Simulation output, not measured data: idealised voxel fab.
Process module under the name voxel air gaps
Square cell edge 5 nm, section width 235 nm, ID cut.
In this document a cross-section is written as a grid of square cells. It is given as a series of bands, listed from the top down, and a band is one or more rows of cells. Top, bottom (nm), then materials left to right with widths (nm); lone material tagged "everywhere" fills the whole band edge to edge; "blank" = empty space. We count height from 0. Below that, the starting wafer is all one material. The lowest band never ends at the bottom but goes on down; see "0 -> down" for how that is written. The expression "30->40" gives the width at the extremes of the band, the first number at its top row of cells and the second at its bottom row, with the width changing by equal amounts from each row to the next in between. No cell of the cross-section changed in a step that is given as "nothing different". "Closed cavities": sealed empty spaces, 8 cells or more, no open way to top, listed width x height at distance, with distance from the left edge and width, height and distance in nm. Step line, after settings: the simulator's comment on this step. overlay nm: on a step with a mask, how far right of its planned place the mask lay; negative means left.

**The planned process steps are enumerated hereunder**
1 RECEIVE (material Si)
2 CONFORMAL_DEP (material SiO2; thk nm 15)
3 CONFORMAL_DEP (material SiCN; thk nm 5)
4 DIRECTIONAL_DEP (material SiO2; thk nm 35)
5 DIRECTIONAL_DEP (material aC; thk nm 10)
6 PATTERN (tone open; mask id LINES; material resist; width nm 25; pitch nm 50; thk nm 25; overlay nm -15)
7 DIRECTIONAL_ETCH (etch materials aC; depth nm 10)
8 STRIP (etch materials resist)
9 DIRECTIONAL_ETCH (etch materials SiO2; depth nm 35)
10 STRIP (etch materials aC)
11 CONFORMAL_DEP (material TiN; thk nm 5)
12 FILL_DEP (material Cu; thk nm 10)
13 CMP (height nm 55)
14 EPI (material Ru; thk nm 10)
15 SELECTIVE_ETCH (etch materials SiO2; depth nm 45)
16 CONFORMAL_DEP (material SiCN; thk nm 5)
Wafers differ in overlay nm at step 6; plan lists the first wafer's value; identical starting state.

**As-received state after step 1, first of several wafers, cross-section**
  0 -> down: Si everywhere
  Closed cavities: none

**Shown in cross-section: the first of several wafers at the end of the module, after its last step, step 16**
  70 -> 65: blank (25) | SiCN (155) | blank (55)
  65 -> 55: blank (25) | SiCN (5) | Ru (45) | SiCN (5) | Ru (45) | SiCN (5) | Ru (45) | SiCN (5) | blank (55)
  55 -> 50: blank (25) | SiCN (15) | TiN (5) | Cu (15) | TiN (5) | SiCN (25) | TiN (5) | Cu (15) | TiN (5) | SiCN (25) | TiN (5) | Cu (15) | TiN (5) | SiCN (15) | blank (55)
  50 -> 25: blank (35) | SiCN (5) | TiN (5) | Cu (15) | TiN (5) | SiCN (5) | blank (15) | SiCN (5) | TiN (5) | Cu (15) | TiN (5) | SiCN (5) | blank (15) | SiCN (5) | TiN (5) | Cu (15) | TiN (5) | SiCN (5) | blank (65)
  25 -> 20: SiCN (40) | TiN (25) | SiCN (25) | TiN (25) | SiCN (25) | TiN (25) | SiCN (70)
  20 -> 15: SiCN everywhere
  15 -> 0: SiO2 everywhere
  0 -> down: Si everywhere
  Closed cavities: 15 x 25 at 70; 15 x 25 at 120

**Cross-sectional view, end of module, last wafer of several**
  70 -> 65: blank (55) | SiCN (155) | blank (25)
  65 -> 55: blank (55) | SiCN (5) | Ru (45) | SiCN (5) | Ru (45) | SiCN (5) | Ru (45) | SiCN (5) | blank (25)
  55 -> 50: blank (55) | SiCN (15) | TiN (5) | Cu (15) | TiN (5) | SiCN (25) | TiN (5) | Cu (15) | TiN (5) | SiCN (25) | TiN (5) | Cu (15) | TiN (5) | SiCN (15) | blank (25)
  50 -> 25: blank (65) | SiCN (5) | TiN (5) | Cu (15) | TiN (5) | SiCN (5) | blank (15) | SiCN (5) | TiN (5) | Cu (15) | TiN (5) | SiCN (5) | blank (15) | SiCN (5) | TiN (5) | Cu (15) | TiN (5) | SiCN (5) | blank (35)
  25 -> 20: SiCN (70) | TiN (25) | SiCN (25) | TiN (25) | SiCN (25) | TiN (25) | SiCN (40)
  20 -> 15: SiCN everywhere
  15 -> 0: SiO2 everywhere
  0 -> down: Si everywhere
  Closed cavities: 15 x 25 at 100; 15 x 25 at 150

**wafer rows; end of module; cells per material since receipt: (+) gained, (-) lost; then closed voids**
overlay nm -15, +54 Cu, +54 Ru, +164 SiCN, +141 SiO2, +51 TiN, Closed cavities: 15 x 25 at 70; 15 x 25 at 120
overlay nm -10, +54 Cu, +54 Ru, +164 SiCN, +141 SiO2, +51 TiN, Closed cavities: 15 x 25 at 75; 15 x 25 at 125
overlay nm -5, +54 Cu, +54 Ru, +164 SiCN, +141 SiO2, +51 TiN, Closed cavities: 15 x 25 at 80; 15 x 25 at 130
overlay nm 0, +54 Cu, +54 Ru, +164 SiCN, +141 SiO2, +51 TiN, Closed cavities: 15 x 25 at 85; 15 x 25 at 135
overlay nm 5, +54 Cu, +54 Ru, +164 SiCN, +141 SiO2, +51 TiN, Closed cavities: 15 x 25 at 90; 15 x 25 at 140
overlay nm 10, +54 Cu, +54 Ru, +164 SiCN, +141 SiO2, +51 TiN, Closed cavities: 15 x 25 at 95; 15 x 25 at 145
overlay nm 15, +54 Cu, +54 Ru, +164 SiCN, +141 SiO2, +51 TiN, Closed cavities: 15 x 25 at 100; 15 x 25 at 150
